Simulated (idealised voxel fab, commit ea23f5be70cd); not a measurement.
process module | voxel transistor to metal
Shown is cross-section cut, with a width of 300 nm and square cells of size 5 nm.
Format of a cross-section: grid, square cells. Given as bands. Order: top down. Band: one or more rows of cells. Heads up on the band format: heights come first, top then bottom, in nm. After that it's the materials left to right, each with its width in nm. A single material flagged "everywhere" fills the whole band edge to edge, and "blank" means there's empty space there. Ref level 0: as-received wafer is one material below here. Bottom band extends down with no lower bound ("0 and below"). A width given as "30..40" starts at the first number in the band's top row and ends at the second number in its bottom row, shifting by an equal amount at every step from row to row. Reading "no modification" for a step: not a cell of the cross-section changed in it. Any empty space of 8 cells or more lacking an open way to the top shows up in "Trapped cavities" as width x height at distance, distance from the left edge, in nm. The remark found on a step's line after its settings is issued by the simulator itself and pertains to that step. "overlay nm" answers the question of how far to the right of plan the mask lay on a step that has a mask, and when it is negative the answer is to the left.

The planned process steps are enumerated hereunder
step 1: RECEIVE [material Si]
step 2: CONFORMAL_DEP [material SiO2] [thk nm 5]
step 3: CONFORMAL_DEP [material SiN] [thk nm 15]
step 4: MASKED_ETCH [tone cover] [mask id ACTIVE] [width nm 115] [pitch nm 140] [etch materials SiN] [depth nm 15] [overlay nm 0]
step 5: MASKED_ETCH [tone cover] [mask id ACTIVE] [width nm 115] [pitch nm 140] [etch materials SiO2] [depth nm 5] [overlay nm 0]
step 6: MASKED_ETCH [tone cover] [mask id ACTIVE] [width nm 115] [pitch nm 140] [etch materials Si] [depth nm 25] [overlay nm 0]
step 7: FILL_DEP [material SiO2] [thk nm 5]
step 8: CMP [height nm 20]
step 9: SELECTIVE_ETCH [etch materials SiO2] [depth nm 15]
step 10: STRIP [etch materials SiN]
step 11: SELECTIVE_ETCH [etch materials SiO2] [depth nm 5]
step 12: OXIDIZE [depth nm 5]
step 13: DIRECTIONAL_DEP [material polySi] [thk nm 25]
step 14: DIRECTIONAL_DEP [material SiCN] [thk nm 15]
step 15: DIRECTIONAL_DEP [material aC] [thk nm 15]
step 16: PATTERN [tone cover] [mask id GATE] [material resist] [width nm 35] [pitch nm 140] [thk nm 30] [overlay nm 0]
step 17: DIRECTIONAL_ETCH [etch materials aC] [depth nm 15]
step 18: STRIP [etch materials resist]
step 19: DIRECTIONAL_ETCH [etch materials SiCN] [depth nm 25]
step 20: DIRECTIONAL_ETCH [etch materials polySi] [depth nm 35]
step 21: STRIP [etch materials aC]
step 22: CONFORMAL_DEP [material SiO2] [thk nm 5]
step 23: DIRECTIONAL_ETCH [etch materials SiO2] [depth nm 5]
step 24: CONFORMAL_DEP [material SiN] [thk nm 10]
step 25: DIRECTIONAL_ETCH [etch materials SiN] [depth nm 10]
step 26: DIRECTIONAL_ETCH [etch materials SiO2] [depth nm 5]
step 27: EPI [material nSi] [thk nm 5]
step 28: FILL_DEP [material SiO2] [thk nm 10]
step 29: CMP [height nm 25]
step 30: STRIP [etch materials polySi]
step 31: SELECTIVE_ETCH [etch materials SiO2] [depth nm 5]
step 32: CONFORMAL_DEP [material HfO2] [thk nm 5]
step 33: CONFORMAL_DEP [material TiN] [thk nm 5]
step 34: FILL_DEP [material W] [thk nm 5]
step 35: CMP [height nm 20]
step 36: DIRECTIONAL_DEP [material SiO2] [thk nm 15]
step 37: DIRECTIONAL_DEP [material aC] [thk nm 10]
step 38: PATTERN [tone open] [mask id CONTACT] [material resist] [width nm 15] [thk nm 25] [overlay nm 0]
step 39: DIRECTIONAL_ETCH [etch materials aC] [depth nm 10]
step 40: STRIP [etch materials resist]
step 41: DIRECTIONAL_ETCH [etch materials SiO2] [depth nm 35]
step 42: STRIP [etch materials aC]
step 43: CONFORMAL_DEP [material TiN] [thk nm 5]
step 44: FILL_DEP [material W] [thk nm 5]
step 45: CMP [height nm 35]
step 46: DIRECTIONAL_DEP [material TiN] [thk nm 5]
step 47: DIRECTIONAL_DEP [material W] [thk nm 25]
step 48: DIRECTIONAL_DEP [material aC] [thk nm 15]
step 49: PATTERN [tone cover] [mask id METAL_1] [material resist] [width nm 15] [thk nm 35] [overlay nm 0]
step 50: DIRECTIONAL_ETCH [etch materials aC] [depth nm 15]
step 51: STRIP [etch materials resist]
step 52: DIRECTIONAL_ETCH [etch materials W] [depth nm 25]
step 53: DIRECTIONAL_ETCH [etch materials TiN] [depth nm 5]
step 54: STRIP [etch materials aC]
step 55: FILL_DEP [material SiO2] [thk nm 10]
step 56: CMP [height nm 65]
step 57: CONFORMAL_DEP [material SiN] [thk nm 5]

The first of two wafers, run as planned

Shown in cross-section is the wafer as received, that is, as it stands after step 1
0 and below  Si everywhere
Trapped cavities: none

Once step 2 is through, the wafer looks like this in cross-section
5 down to 0  SiO2 everywhere
Beneath the level 0, the cross-section is identical to its previous state.

Once step 3 is through, the wafer looks like this in cross-section
20 down to 5  SiN everywhere
Beneath the level 5, the cross-section is identical to its previous state.

Once step 4 is through, the wafer looks like this in cross-section
20 down to 5  blank=20  SiN=115  blank=25  SiN=115  blank=25
Beneath the level 5, the cross-section is identical to its previous state.

Once step 5 is through, the wafer looks like this in cross-section
20 down to 5  blank=20  SiN=115  blank=25  SiN=115  blank=25
5 down to 0  blank=20  SiO2=115  blank=25  SiO2=115  blank=25
Beneath the level 0, the cross-section is identical to its previous state.

Once step 6 is through, the wafer looks like this in cross-section
20 down to 5  blank=20  SiN=115  blank=25  SiN=115  blank=25
5 down to 0  blank=20  SiO2=115  blank=25  SiO2=115  blank=25
0 down to -25  blank=20  Si=115  blank=25  Si=115  blank=25
Beneath the level -25, the cross-section is identical to its previous state.

Once step 7 is through, the wafer looks like this in cross-section
25 down to 20  SiO2 everywhere
20 down to 5  SiO2=20  SiN=115  SiO2=25  SiN=115  SiO2=25
5 down to 0  SiO2 everywhere
0 down to -25  SiO2=20  Si=115  SiO2=25  Si=115  SiO2=25
Beneath the level -25, the cross-section is identical to its previous state.

Once step 8 is through, the wafer looks like this in cross-section
20 down to 5  SiO2=20  SiN=115  SiO2=25  SiN=115  SiO2=25
Beneath the level 5, the cross-section is identical to its previous state.

Once step 9 is through, the wafer looks like this in cross-section
20 down to 5  blank=20  SiN=115  blank=25  SiN=115  blank=25
Beneath the level 5, the cross-section is identical to its previous state.

Once step 10 is through, the wafer looks like this in cross-section
5 down to 0  SiO2 everywhere
Beneath the level 0, the cross-section is identical to its previous state.

Once step 11 is through, the wafer looks like this in cross-section
0 down to -25  SiO2=20  Si=115  SiO2=25  Si=115  SiO2=25
Beneath the level -25, the cross-section is identical to its previous state.

Once step 12 is through, the wafer looks like this in cross-section
0 down to -5  SiO2 everywhere
Beneath the level -5, the cross-section is identical to its previous state.

Once step 13 is through, the wafer looks like this in cross-section
25 down to 0  polySi everywhere
Beneath the level 0, the cross-section is identical to its previous state.

Once step 14 is through, the wafer looks like this in cross-section
40 down to 25  SiCN everywhere
Beneath the level 25, the cross-section is identical to its previous state.

Once step 15 is through, the wafer looks like this in cross-section
55 down to 40  aC everywhere
Beneath the level 40, the cross-section is identical to its previous state.

Once step 16 is through, the wafer looks like this in cross-section
85 down to 55  blank=60  resist=35  blank=105  resist=35  blank=65
Beneath the level 55, the cross-section is identical to its previous state.

Once step 17 is through, the wafer looks like this in cross-section
70 down to 55  blank=60  resist=35  blank=105  resist=35  blank=65
55 down to 40  blank=60  aC=35  blank=105  aC=35  blank=65
Beneath the level 40, the cross-section is identical to its previous state.

Once step 18 is through, the wafer looks like this in cross-section
55 down to 40  blank=60  aC=35  blank=105  aC=35  blank=65
Beneath the level 40, the cross-section is identical to its previous state.

Once step 19 is through, the wafer looks like this in cross-section
55 down to 40  blank=60  aC=35  blank=105  aC=35  blank=65
40 down to 25  blank=60  SiCN=35  blank=105  SiCN=35  blank=65
Beneath the level 25, the cross-section is identical to its previous state.

Once step 20 is through, the wafer looks like this in cross-section
55 down to 40  blank=60  aC=35  blank=105  aC=35  blank=65
40 down to 25  blank=60  SiCN=35  blank=105  SiCN=35  blank=65
25 down to 0  blank=60  polySi=35  blank=105  polySi=35  blank=65
Beneath the level 0, the cross-section is identical to its previous state.

Once step 21 is through, the wafer looks like this in cross-section
40 down to 25  blank=60  SiCN=35  blank=105  SiCN=35  blank=65
Beneath the level 25, the cross-section is identical to its previous state.

Once step 22 is through, the wafer looks like this in cross-section
45 down to 40  blank=55  SiO2=45  blank=95  SiO2=45  blank=60
40 down to 25  blank=55  SiO2=5  SiCN=35  SiO2=5  blank=95  SiO2=5  SiCN=35  SiO2=5  blank=60
25 down to 5  blank=55  SiO2=5  polySi=35  SiO2=5  blank=95  SiO2=5  polySi=35  SiO2=5  blank=60
5 down to 0  SiO2=60  polySi=35  SiO2=105  polySi=35  SiO2=65
Beneath the level 0, the cross-section is identical to its previous state.

Once step 23 is through, the wafer looks like this in cross-section
40 down to 25  blank=55  SiO2=5  SiCN=35  SiO2=5  blank=95  SiO2=5  SiCN=35  SiO2=5  blank=60
25 down to 0  blank=55  SiO2=5  polySi=35  SiO2=5  blank=95  SiO2=5  polySi=35  SiO2=5  blank=60
Beneath the level 0, the cross-section is identical to its previous state.

Once step 24 is through, the wafer looks like this in cross-section
50 down to 40  blank=45  SiN=65  blank=75  SiN=65  blank=50
40 down to 25  blank=45  SiN=10  SiO2=5  SiCN=35  SiO2=5  SiN=10  blank=75  SiN=10  SiO2=5  SiCN=35  SiO2=5  SiN=10  blank=50
25 down to 10  blank=45  SiN=10  SiO2=5  polySi=35  SiO2=5  SiN=10  blank=75  SiN=10  SiO2=5  polySi=35  SiO2=5  SiN=10  blank=50
10 down to 0  SiN=55  SiO2=5  polySi=35  SiO2=5  SiN=95  SiO2=5  polySi=35  SiO2=5  SiN=60
Beneath the level 0, the cross-section is identical to its previous state.

Once step 25 is through, the wafer looks like this in cross-section
40 down to 25  blank=45  SiN=10  SiO2=5  SiCN=35  SiO2=5  SiN=10  blank=75  SiN=10  SiO2=5  SiCN=35  SiO2=5  SiN=10  blank=50
25 down to 0  blank=45  SiN=10  SiO2=5  polySi=35  SiO2=5  SiN=10  blank=75  SiN=10  SiO2=5  polySi=35  SiO2=5  SiN=10  blank=50
Beneath the level 0, the cross-section is identical to its previous state.

Once step 26 is through, the wafer looks like this in cross-section
40 down to 35  blank=45  SiN=10  blank=5  SiCN=35  blank=5  SiN=10  blank=75  SiN=10  blank=5  SiCN=35  blank=5  SiN=10  blank=50
35 down to 25  blank=45  SiN=10  SiO2=5  SiCN=35  SiO2=5  SiN=10  blank=75  SiN=10  SiO2=5  SiCN=35  SiO2=5  SiN=10  blank=50
25 down to 0  blank=45  SiN=10  SiO2=5  polySi=35  SiO2=5  SiN=10  blank=75  SiN=10  SiO2=5  polySi=35  SiO2=5  SiN=10  blank=50
0 down to -5  blank=45  SiO2=65  blank=75  SiO2=65  blank=50
Beneath the level -5, the cross-section is identical to its previous state.

Once step 27 is through, the wafer looks like this in cross-section
40 down to 35  blank=45  SiN=10  blank=5  SiCN=35  blank=5  SiN=10  blank=75  SiN=10  blank=5  SiCN=35  blank=5  SiN=10  blank=50
35 down to 25  blank=45  SiN=10  SiO2=5  SiCN=35  SiO2=5  SiN=10  blank=75  SiN=10  SiO2=5  SiCN=35  SiO2=5  SiN=10  blank=50
25 down to 0  blank=45  SiN=10  SiO2=5  polySi=35  SiO2=5  SiN=10  blank=75  SiN=10  SiO2=5  polySi=35  SiO2=5  SiN=10  blank=50
0 down to -5  blank=15  nSi=30  SiO2=65  nSi=30  blank=15  nSi=30  SiO2=65  nSi=30  blank=20
Beneath the level -5, the cross-section is identical to its previous state.

Once step 28 is through, the wafer looks like this in cross-section
50 down to 40  SiO2 everywhere
40 down to 25  SiO2=45  SiN=10  SiO2=5  SiCN=35  SiO2=5  SiN=10  SiO2=75  SiN=10  SiO2=5  SiCN=35  SiO2=5  SiN=10  SiO2=50
25 down to 0  SiO2=45  SiN=10  SiO2=5  polySi=35  SiO2=5  SiN=10  SiO2=75  SiN=10  SiO2=5  polySi=35  SiO2=5  SiN=10  SiO2=50
0 down to -5  SiO2=15  nSi=30  SiO2=65  nSi=30  SiO2=15  nSi=30  SiO2=65  nSi=30  SiO2=20
Beneath the level -5, the cross-section is identical to its previous state.

Once step 29 is through, the wafer looks like this in cross-section
25 down to 0  SiO2=45  SiN=10  SiO2=5  polySi=35  SiO2=5  SiN=10  SiO2=75  SiN=10  SiO2=5  polySi=35  SiO2=5  SiN=10  SiO2=50
Beneath the level 0, the cross-section is identical to its previous state.

Once step 30 is through, the wafer looks like this in cross-section
25 down to 0  SiO2=45  SiN=10  SiO2=5  blank=35  SiO2=5  SiN=10  SiO2=75  SiN=10  SiO2=5  blank=35  SiO2=5  SiN=10  SiO2=50
Beneath the level 0, the cross-section is identical to its previous state.

Once step 31 is through, the wafer looks like this in cross-section
25 down to 20  blank=45  SiN=10  blank=45  SiN=10  blank=75  SiN=10  blank=45  SiN=10  blank=50
20 down to 0  SiO2=45  SiN=10  blank=45  SiN=10  SiO2=75  SiN=10  blank=45  SiN=10  SiO2=50
0 down to -5  SiO2=15  nSi=30  SiO2=10  blank=45  SiO2=10  nSi=30  SiO2=15  nSi=30  SiO2=10  blank=45  SiO2=10  nSi=30  SiO2=20
Beneath the level -5, the cross-section is identical to its previous state.

Once step 32 is through, the wafer looks like this in cross-section
30 down to 25  blank=40  HfO2=20  blank=35  HfO2=20  blank=65  HfO2=20  blank=35  HfO2=20  blank=45
25 down to 20  HfO2=45  SiN=10  HfO2=5  blank=35  HfO2=5  SiN=10  HfO2=75  SiN=10  HfO2=5  blank=35  HfO2=5  SiN=10  HfO2=50
20 down to 0  SiO2=45  SiN=10  HfO2=5  blank=35  HfO2=5  SiN=10  SiO2=75  SiN=10  HfO2=5  blank=35  HfO2=5  SiN=10  SiO2=50
0 down to -5  SiO2=15  nSi=30  SiO2=10  HfO2=45  SiO2=10  nSi=30  SiO2=15  nSi=30  SiO2=10  HfO2=45  SiO2=10  nSi=30  SiO2=20
Beneath the level -5, the cross-section is identical to its previous state.

Once step 33 is through, the wafer looks like this in cross-section
35 down to 30  blank=35  TiN=30  blank=25  TiN=30  blank=55  TiN=30  blank=25  TiN=30  blank=40
30 down to 25  TiN=40  HfO2=20  TiN=5  blank=25  TiN=5  HfO2=20  TiN=65  HfO2=20  TiN=5  blank=25  TiN=5  HfO2=20  TiN=45
25 down to 20  HfO2=45  SiN=10  HfO2=5  TiN=5  blank=25  TiN=5  HfO2=5  SiN=10  HfO2=75  SiN=10  HfO2=5  TiN=5  blank=25  TiN=5  HfO2=5  SiN=10  HfO2=50
20 down to 5  SiO2=45  SiN=10  HfO2=5  TiN=5  blank=25  TiN=5  HfO2=5  SiN=10  SiO2=75  SiN=10  HfO2=5  TiN=5  blank=25  TiN=5  HfO2=5  SiN=10  SiO2=50
5 down to 0  SiO2=45  SiN=10  HfO2=5  TiN=35  HfO2=5  SiN=10  SiO2=75  SiN=10  HfO2=5  TiN=35  HfO2=5  SiN=10  SiO2=50
Beneath the level 0, the cross-section is identical to its previous state.

Once step 34 is through, the wafer looks like this in cross-section
40 down to 35  W everywhere
35 down to 30  W=35  TiN=30  W=25  TiN=30  W=55  TiN=30  W=25  TiN=30  W=40
30 down to 25  TiN=40  HfO2=20  TiN=5  W=25  TiN=5  HfO2=20  TiN=65  HfO2=20  TiN=5  W=25  TiN=5  HfO2=20  TiN=45
25 down to 20  HfO2=45  SiN=10  HfO2=5  TiN=5  W=25  TiN=5  HfO2=5  SiN=10  HfO2=75  SiN=10  HfO2=5  TiN=5  W=25  TiN=5  HfO2=5  SiN=10  HfO2=50
20 down to 5  SiO2=45  SiN=10  HfO2=5  TiN=5  W=25  TiN=5  HfO2=5  SiN=10  SiO2=75  SiN=10  HfO2=5  TiN=5  W=25  TiN=5  HfO2=5  SiN=10  SiO2=50
Beneath the level 5, the cross-section is identical to its previous state.

Once step 35 is through, the wafer looks like this in cross-section
20 down to 5  SiO2=45  SiN=10  HfO2=5  TiN=5  W=25  TiN=5  HfO2=5  SiN=10  SiO2=75  SiN=10  HfO2=5  TiN=5  W=25  TiN=5  HfO2=5  SiN=10  SiO2=50
Beneath the level 5, the cross-section is identical to its previous state.

Once step 36 is through, the wafer looks like this in cross-section
35 down to 20  SiO2 everywhere
Beneath the level 20, the cross-section is identical to its previous state.

Once step 37 is through, the wafer looks like this in cross-section
45 down to 35  aC everywhere
Beneath the level 35, the cross-section is identical to its previous state.

Once step 38 is through, the wafer looks like this in cross-section
70 down to 45  resist=30  blank=15  resist=65  blank=15  resist=45  blank=15  resist=65  blank=15  resist=35
Beneath the level 45, the cross-section is identical to its previous state.

Once step 39 is through, the wafer looks like this in cross-section
60 down to 45  resist=30  blank=15  resist=65  blank=15  resist=45  blank=15  resist=65  blank=15  resist=35
45 down to 35  aC=30  blank=15  aC=65  blank=15  aC=45  blank=15  aC=65  blank=15  aC=35
Beneath the level 35, the cross-section is identical to its previous state.

Once step 40 is through, the wafer looks like this in cross-section
45 down to 35  aC=30  blank=15  aC=65  blank=15  aC=45  blank=15  aC=65  blank=15  aC=35
Beneath the level 35, the cross-section is identical to its previous state.

Once step 41 is through, the wafer looks like this in cross-section
45 down to 35  aC=30  blank=15  aC=65  blank=15  aC=45  blank=15  aC=65  blank=15  aC=35
35 down to 20  SiO2=30  blank=15  SiO2=65  blank=15  SiO2=45  blank=15  SiO2=65  blank=15  SiO2=35
20 down to 5  SiO2=30  blank=15  SiN=10  HfO2=5  TiN=5  W=25  TiN=5  HfO2=5  SiN=10  blank=15  SiO2=45  blank=15  SiN=10  HfO2=5  TiN=5  W=25  TiN=5  HfO2=5  SiN=10  blank=15  SiO2=35
5 down to 0  SiO2=30  blank=15  SiN=10  HfO2=5  TiN=35  HfO2=5  SiN=10  blank=15  SiO2=45  blank=15  SiN=10  HfO2=5  TiN=35  HfO2=5  SiN=10  blank=15  SiO2=35
Beneath the level 0, the cross-section is identical to its previous state.

Once step 42 is through, the wafer looks like this in cross-section
35 down to 20  SiO2=30  blank=15  SiO2=65  blank=15  SiO2=45  blank=15  SiO2=65  blank=15  SiO2=35
Beneath the level 20, the cross-section is identical to its previous state.

Once step 43 is through, the wafer looks like this in cross-section
40 down to 35  TiN=35  blank=5  TiN=75  blank=5  TiN=55  blank=5  TiN=75  blank=5  TiN=40
35 down to 20  SiO2=30  TiN=5  blank=5  TiN=5  SiO2=65  TiN=5  blank=5  TiN=5  SiO2=45  TiN=5  blank=5  TiN=5  SiO2=65  TiN=5  blank=5  TiN=5  SiO2=35
20 down to 5  SiO2=30  TiN=5  blank=5  TiN=5  SiN=10  HfO2=5  TiN=5  W=25  TiN=5  HfO2=5  SiN=10  TiN=5  blank=5  TiN=5  SiO2=45  TiN=5  blank=5  TiN=5  SiN=10  HfO2=5  TiN=5  W=25  TiN=5  HfO2=5  SiN=10  TiN=5  blank=5  TiN=5  SiO2=35
5 down to 0  SiO2=30  TiN=15  SiN=10  HfO2=5  TiN=35  HfO2=5  SiN=10  TiN=15  SiO2=45  TiN=15  SiN=10  HfO2=5  TiN=35  HfO2=5  SiN=10  TiN=15  SiO2=35
Beneath the level 0, the cross-section is identical to its previous state.

Once step 44 is through, the wafer looks like this in cross-section
45 down to 40  W everywhere
40 down to 35  TiN=35  W=5  TiN=75  W=5  TiN=55  W=5  TiN=75  W=5  TiN=40
35 down to 20  SiO2=30  TiN=5  W=5  TiN=5  SiO2=65  TiN=5  W=5  TiN=5  SiO2=45  TiN=5  W=5  TiN=5  SiO2=65  TiN=5  W=5  TiN=5  SiO2=35
20 down to 5  SiO2=30  TiN=5  W=5  TiN=5  SiN=10  HfO2=5  TiN=5  W=25  TiN=5  HfO2=5  SiN=10  TiN=5  W=5  TiN=5  SiO2=45  TiN=5  W=5  TiN=5  SiN=10  HfO2=5  TiN=5  W=25  TiN=5  HfO2=5  SiN=10  TiN=5  W=5  TiN=5  SiO2=35
Beneath the level 5, the cross-section is identical to its previous state.

Once step 45 is through, the wafer looks like this in cross-section
35 down to 20  SiO2=30  TiN=5  W=5  TiN=5  SiO2=65  TiN=5  W=5  TiN=5  SiO2=45  TiN=5  W=5  TiN=5  SiO2=65  TiN=5  W=5  TiN=5  SiO2=35
Beneath the level 20, the cross-section is identical to its previous state.

Once step 46 is through, the wafer looks like this in cross-section
40 down to 35  TiN everywhere
Beneath the level 35, the cross-section is identical to its previous state.

Once step 47 is through, the wafer looks like this in cross-section
65 down to 40  W everywhere
Beneath the level 40, the cross-section is identical to its previous state.

Once step 48 is through, the wafer looks like this in cross-section
80 down to 65  aC everywhere
Beneath the level 65, the cross-section is identical to its previous state.

Once step 49 is through, the wafer looks like this in cross-section
115 down to 80  blank=30  resist=15  blank=65  resist=15  blank=45  resist=15  blank=65  resist=15  blank=35
Beneath the level 80, the cross-section is identical to its previous state.

Once step 50 is through, the wafer looks like this in cross-section
100 down to 80  blank=30  resist=15  blank=65  resist=15  blank=45  resist=15  blank=65  resist=15  blank=35
80 down to 65  blank=30  aC=15  blank=65  aC=15  blank=45  aC=15  blank=65  aC=15  blank=35
Beneath the level 65, the cross-section is identical to its previous state.

Once step 51 is through, the wafer looks like this in cross-section
80 down to 65  blank=30  aC=15  blank=65  aC=15  blank=45  aC=15  blank=65  aC=15  blank=35
Beneath the level 65, the cross-section is identical to its previous state.

Once step 52 is through, the wafer looks like this in cross-section
80 down to 65  blank=30  aC=15  blank=65  aC=15  blank=45  aC=15  blank=65  aC=15  blank=35
65 down to 40  blank=30  W=15  blank=65  W=15  blank=45  W=15  blank=65  W=15  blank=35
Beneath the level 40, the cross-section is identical to its previous state.

Once step 53 is through, the wafer looks like this in cross-section
80 down to 65  blank=30  aC=15  blank=65  aC=15  blank=45  aC=15  blank=65  aC=15  blank=35
65 down to 40  blank=30  W=15  blank=65  W=15  blank=45  W=15  blank=65  W=15  blank=35
40 down to 35  blank=30  TiN=15  blank=65  TiN=15  blank=45  TiN=15  blank=65  TiN=15  blank=35
Beneath the level 35, the cross-section is identical to its previous state.

Once step 54 is through, the wafer looks like this in cross-section
65 down to 40  blank=30  W=15  blank=65  W=15  blank=45  W=15  blank=65  W=15  blank=35
Beneath the level 40, the cross-section is identical to its previous state.

Once step 55 is through, the wafer looks like this in cross-section
75 down to 65  SiO2 everywhere
65 down to 40  SiO2=30  W=15  SiO2=65  W=15  SiO2=45  W=15  SiO2=65  W=15  SiO2=35
40 down to 35  SiO2=30  TiN=15  SiO2=65  TiN=15  SiO2=45  TiN=15  SiO2=65  TiN=15  SiO2=35
Beneath the level 35, the cross-section is identical to its previous state.

Once step 56 is through, the wafer looks like this in cross-section
65 down to 40  SiO2=30  W=15  SiO2=65  W=15  SiO2=45  W=15  SiO2=65  W=15  SiO2=35
Beneath the level 40, the cross-section is identical to its previous state.

Once step 57 is through, the wafer looks like this in cross-section
70 down to 65  SiN everywhere
Beneath the level 65, the cross-section is identical to its previous state.

The Second Wafer: Common Origin and Plan, One Mistake in Execution, Identical to the First Through Step 37

Cross-section of the second wafer at the time by which step 38 should have been completed according to the plan
70 down to 45  resist=40  blank=15  resist=65  blank=15  resist=45  blank=15  resist=65  blank=15  resist=25
Beneath the level 45, the cross-section is identical to its previous state.

Cross-section of the second wafer at the time by which step 39 should have been completed according to the plan
60 down to 45  resist=40  blank=15  resist=65  blank=15  resist=45  blank=15  resist=65  blank=15  resist=25
45 down to 35  aC=40  blank=15  aC=65  blank=15  aC=45  blank=15  aC=65  blank=15  aC=25
Beneath the level 35, the cross-section is identical to its previous state.

Cross-section of the second wafer at the time by which step 40 should have been completed according to the plan
45 down to 35  aC=40  blank=15  aC=65  blank=15  aC=45  blank=15  aC=65  blank=15  aC=25
Beneath the level 35, the cross-section is identical to its previous state.

Cross-section of the second wafer at the time by which step 41 should have been completed according to the plan
45 down to 35  aC=40  blank=15  aC=65  blank=15  aC=45  blank=15  aC=65  blank=15  aC=25
35 down to 20  SiO2=40  blank=15  SiO2=65  blank=15  SiO2=45  blank=15  SiO2=65  blank=15  SiO2=25
20 down to 5  SiO2=40  blank=5  SiN=10  HfO2=5  TiN=5  W=25  TiN=5  HfO2=5  SiN=10  SiO2=10  blank=15  SiO2=45  blank=5  SiN=10  HfO2=5  TiN=5  W=25  TiN=5  HfO2=5  SiN=10  SiO2=10  blank=15  SiO2=25
5 down to 0  SiO2=40  blank=5  SiN=10  HfO2=5  TiN=35  HfO2=5  SiN=10  SiO2=10  blank=15  SiO2=45  blank=5  SiN=10  HfO2=5  TiN=35  HfO2=5  SiN=10  SiO2=10  blank=15  SiO2=25
Beneath the level 0, the cross-section is identical to its previous state.

Cross-section of the second wafer at the time by which step 42 should have been completed according to the plan
35 down to 20  SiO2=40  blank=15  SiO2=65  blank=15  SiO2=45  blank=15  SiO2=65  blank=15  SiO2=25
Beneath the level 20, the cross-section is identical to its previous state.

Cross-section of the second wafer at the time by which step 43 should have been completed according to the plan
40 down to 35  TiN=45  blank=5  TiN=75  blank=5  TiN=55  blank=5  TiN=75  blank=5  TiN=30
35 down to 25  SiO2=40  TiN=5  blank=5  TiN=5  SiO2=65  TiN=5  blank=5  TiN=5  SiO2=45  TiN=5  blank=5  TiN=5  SiO2=65  TiN=5  blank=5  TiN=5  SiO2=25
25 down to 20  SiO2=40  TiN=15  SiO2=65  TiN=5  blank=5  TiN=5  SiO2=45  TiN=15  SiO2=65  TiN=5  blank=5  TiN=5  SiO2=25
20 down to 5  SiO2=40  TiN=5  SiN=10  HfO2=5  TiN=5  W=25  TiN=5  HfO2=5  SiN=10  SiO2=10  TiN=5  blank=5  TiN=5  SiO2=45  TiN=5  SiN=10  HfO2=5  TiN=5  W=25  TiN=5  HfO2=5  SiN=10  SiO2=10  TiN=5  blank=5  TiN=5  SiO2=25
5 down to 0  SiO2=40  TiN=5  SiN=10  HfO2=5  TiN=35  HfO2=5  SiN=10  SiO2=10  TiN=15  SiO2=45  TiN=5  SiN=10  HfO2=5  TiN=35  HfO2=5  SiN=10  SiO2=10  TiN=15  SiO2=25
Beneath the level 0, the cross-section is identical to its previous state.

Cross-section of the second wafer at the time by which step 44 should have been completed according to the plan
45 down to 40  W everywhere
40 down to 35  TiN=45  W=5  TiN=75  W=5  TiN=55  W=5  TiN=75  W=5  TiN=30
35 down to 25  SiO2=40  TiN=5  W=5  TiN=5  SiO2=65  TiN=5  W=5  TiN=5  SiO2=45  TiN=5  W=5  TiN=5  SiO2=65  TiN=5  W=5  TiN=5  SiO2=25
25 down to 20  SiO2=40  TiN=15  SiO2=65  TiN=5  W=5  TiN=5  SiO2=45  TiN=15  SiO2=65  TiN=5  W=5  TiN=5  SiO2=25
20 down to 5  SiO2=40  TiN=5  SiN=10  HfO2=5  TiN=5  W=25  TiN=5  HfO2=5  SiN=10  SiO2=10  TiN=5  W=5  TiN=5  SiO2=45  TiN=5  SiN=10  HfO2=5  TiN=5  W=25  TiN=5  HfO2=5  SiN=10  SiO2=10  TiN=5  W=5  TiN=5  SiO2=25
Beneath the level 5, the cross-section is identical to its previous state.

Cross-section of the second wafer at the time by which step 45 should have been completed according to the plan
35 down to 25  SiO2=40  TiN=5  W=5  TiN=5  SiO2=65  TiN=5  W=5  TiN=5  SiO2=45  TiN=5  W=5  TiN=5  SiO2=65  TiN=5  W=5  TiN=5  SiO2=25
Beneath the level 25, the cross-section is identical to its previous state.

Cross-section of the second wafer at the time by which step 46 should have been completed according to the plan
40 down to 35  TiN everywhere
Beneath the level 35, the cross-section is identical to its previous state.

Cross-section of the second wafer at the time by which step 47 should have been completed according to the plan
65 down to 40  W everywhere
Beneath the level 40, the cross-section is identical to its previous state.

Cross-section of the second wafer at the time by which step 48 should have been completed according to the plan
80 down to 65  aC everywhere
Beneath the level 65, the cross-section is identical to its previous state.

Cross-section of the second wafer at the time by which step 49 should have been completed according to the plan
115 down to 80  blank=30  resist=15  blank=65  resist=15  blank=45  resist=15  blank=65  resist=15  blank=35
Beneath the level 80, the cross-section is identical to its previous state.

Cross-section of the second wafer at the time by which step 50 should have been completed according to the plan
100 down to 80  blank=30  resist=15  blank=65  resist=15  blank=45  resist=15  blank=65  resist=15  blank=35
80 down to 65  blank=30  aC=15  blank=65  aC=15  blank=45  aC=15  blank=65  aC=15  blank=35
Beneath the level 65, the cross-section is identical to its previous state.

Cross-section of the second wafer at the time by which step 51 should have been completed according to the plan
80 down to 65  blank=30  aC=15  blank=65  aC=15  blank=45  aC=15  blank=65  aC=15  blank=35
Beneath the level 65, the cross-section is identical to its previous state.

Cross-section of the second wafer at the time by which step 52 should have been completed according to the plan
80 down to 65  blank=30  aC=15  blank=65  aC=15  blank=45  aC=15  blank=65  aC=15  blank=35
65 down to 40  blank=30  W=15  blank=65  W=15  blank=45  W=15  blank=65  W=15  blank=35
Beneath the level 40, the cross-section is identical to its previous state.

Cross-section of the second wafer at the time by which step 53 should have been completed according to the plan
80 down to 65  blank=30  aC=15  blank=65  aC=15  blank=45  aC=15  blank=65  aC=15  blank=35
65 down to 40  blank=30  W=15  blank=65  W=15  blank=45  W=15  blank=65  W=15  blank=35
40 down to 35  blank=30  TiN=15  blank=65  TiN=15  blank=45  TiN=15  blank=65  TiN=15  blank=35
Beneath the level 35, the cross-section is identical to its previous state.

Cross-section of the second wafer at the time by which step 54 should have been completed according to the plan
65 down to 40  blank=30  W=15  blank=65  W=15  blank=45  W=15  blank=65  W=15  blank=35
Beneath the level 40, the cross-section is identical to its previous state.

Cross-section of the second wafer at the time by which step 55 should have been completed according to the plan
75 down to 65  SiO2 everywhere
65 down to 40  SiO2=30  W=15  SiO2=65  W=15  SiO2=45  W=15  SiO2=65  W=15  SiO2=35
40 down to 35  SiO2=30  TiN=15  SiO2=65  TiN=15  SiO2=45  TiN=15  SiO2=65  TiN=15  SiO2=35
Beneath the level 35, the cross-section is identical to its previous state.

Cross-section of the second wafer at the time by which step 56 should have been completed according to the plan
65 down to 40  SiO2=30  W=15  SiO2=65  W=15  SiO2=45  W=15  SiO2=65  W=15  SiO2=35
Beneath the level 40, the cross-section is identical to its previous state.

Cross-section of the second wafer at the time by which step 57 should have been completed according to the plan
70 down to 65  SiN everywhere
Beneath the level 65, the cross-section is identical to its previous state.
The plan and the run diverged here: step 38 was run on a setting that differed from the plan, and what really ran there is PATTERN [tone open] [mask id CONTACT] [material resist] [width nm 15] [thk nm 25] [overlay nm 10]
FYI, end of process, the second wafer has more or fewer cells of some materials than the first: SiO2: 16 more, TiN: 8 fewer, W: 8 fewer
